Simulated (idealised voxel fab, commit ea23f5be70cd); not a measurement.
Process module heading - voxel lift off
Section shown: cut. Width: 300 nm. Cell size: 5 nm, square.
When this document writes out a cross-section, it uses a grid of square cells and lists it as bands, beginning at the top and moving down, with a band standing for one or more rows of cells.
Band: top height; bottom height; in nm. Then, left to right: material with width in nm, for each material. "throughout": a single material spanning edge to edge. "air": empty space.
We count height from 0. Below that, the starting wafer is all one material. The lowest band never ends at the bottom but goes on down; see "0..down" for how that is written.
Per-row width for "30->40": begins at first number (top row of band), ends at second number (bottom row), increment between rows held constant.
The designation "no alterations made", where it is given for a processing step, indicates that no cell of the cross-section was altered in the course of that step.
Entry "Closed void entries" = empty spaces >= 8 cells with no open way to the top; each as width x height at distance, distance from left edge, all nm.
Note: text after step settings on the step line = simulator remark on that step.
The optional step-line setting "overlay nm" applies to steps with a mask and quantifies how far to the right of its planned location the mask lay, a negative value indicating leftward placement.
Intended process steps
1. RECEIVE [material Si]
2. CONFORMAL_DEP [material SiN] [thk nm 15]
3. PATTERN [tone open] [mask id LINES] [material resist] [width nm 15] [pitch nm 30] [thk nm 30] [overlay nm 0]
4. DIRECTIONAL_DEP [material Ru] [thk nm 15]
5. STRIP [etch materials resist]
6. CONFORMAL_DEP [material SiCN] [thk nm 5]
First of two wafers - as planned
Cross-section of the incoming wafer, state after step 1
	0..down  Si throughout
	Closed void entries: none
Cross-section: wafer state after step 2
	15..0  SiN throughout
	Unchanged below 0.
Cross-section: wafer state after step 3
	45..15  resist 125 nm, air 15 nm, resist 15 nm, air 15 nm, resist 130 nm
	Unchanged below 15.
Cross-section: wafer state after step 4
	60..45  Ru 125 nm, air 15 nm, Ru 15 nm, air 15 nm, Ru 130 nm
	45..30  resist 125 nm, air 15 nm, resist 15 nm, air 15 nm, resist 130 nm
	30..15  resist 125 nm, Ru 15 nm, resist 15 nm, Ru 15 nm, resist 130 nm
	Unchanged below 15.
Cross-section: wafer state after step 5
	30..15  air 125 nm, Ru 15 nm, air 15 nm, Ru 15 nm, air 130 nm
	Unchanged below 15.
Cross-section: wafer state after step 6
	35..30  air 120 nm, SiCN 25 nm, air 5 nm, SiCN 25 nm, air 125 nm
	30..20  air 120 nm, SiCN 5 nm, Ru 15 nm, SiCN 5 nm, air 5 nm, SiCN 5 nm, Ru 15 nm, SiCN 5 nm, air 125 nm
	20..15  SiCN 125 nm, Ru 15 nm, SiCN 15 nm, Ru 15 nm, SiCN 130 nm
	Unchanged below 15.
second wafer: like start, like plan, one mistake. Through step 1 it matches the first wafer
What the second wafer looks like in cross-section when step 2 should have wrapped up
	30..0  SiN throughout
	Unchanged below 0.
What the second wafer looks like in cross-section when step 3 should have wrapped up
	60..30  resist 125 nm, air 15 nm, resist 15 nm, air 15 nm, resist 130 nm
	Unchanged below 30.
What the second wafer looks like in cross-section when step 4 should have wrapped up
	75..60  Ru 125 nm, air 15 nm, Ru 15 nm, air 15 nm, Ru 130 nm
	60..45  resist 125 nm, air 15 nm, resist 15 nm, air 15 nm, resist 130 nm
	45..30  resist 125 nm, Ru 15 nm, resist 15 nm, Ru 15 nm, resist 130 nm
	Unchanged below 30.
What the second wafer looks like in cross-section when step 5 should have wrapped up
	45..30  air 125 nm, Ru 15 nm, air 15 nm, Ru 15 nm, air 130 nm
	Unchanged below 30.
What the second wafer looks like in cross-section when step 6 should have wrapped up
	50..45  air 120 nm, SiCN 25 nm, air 5 nm, SiCN 25 nm, air 125 nm
	45..35  air 120 nm, SiCN 5 nm, Ru 15 nm, SiCN 5 nm, air 5 nm, SiCN 5 nm, Ru 15 nm, SiCN 5 nm, air 125 nm
	35..30  SiCN 125 nm, Ru 15 nm, SiCN 15 nm, Ru 15 nm, SiCN 130 nm
	Unchanged below 30.
Want to know what went wrong? heads up, step 2 of the plan got done twice
It is noted that, at the conclusion of processing, the second wafer exhibits a higher or lower cell count for certain materials relative to the first: 180 more of SiN
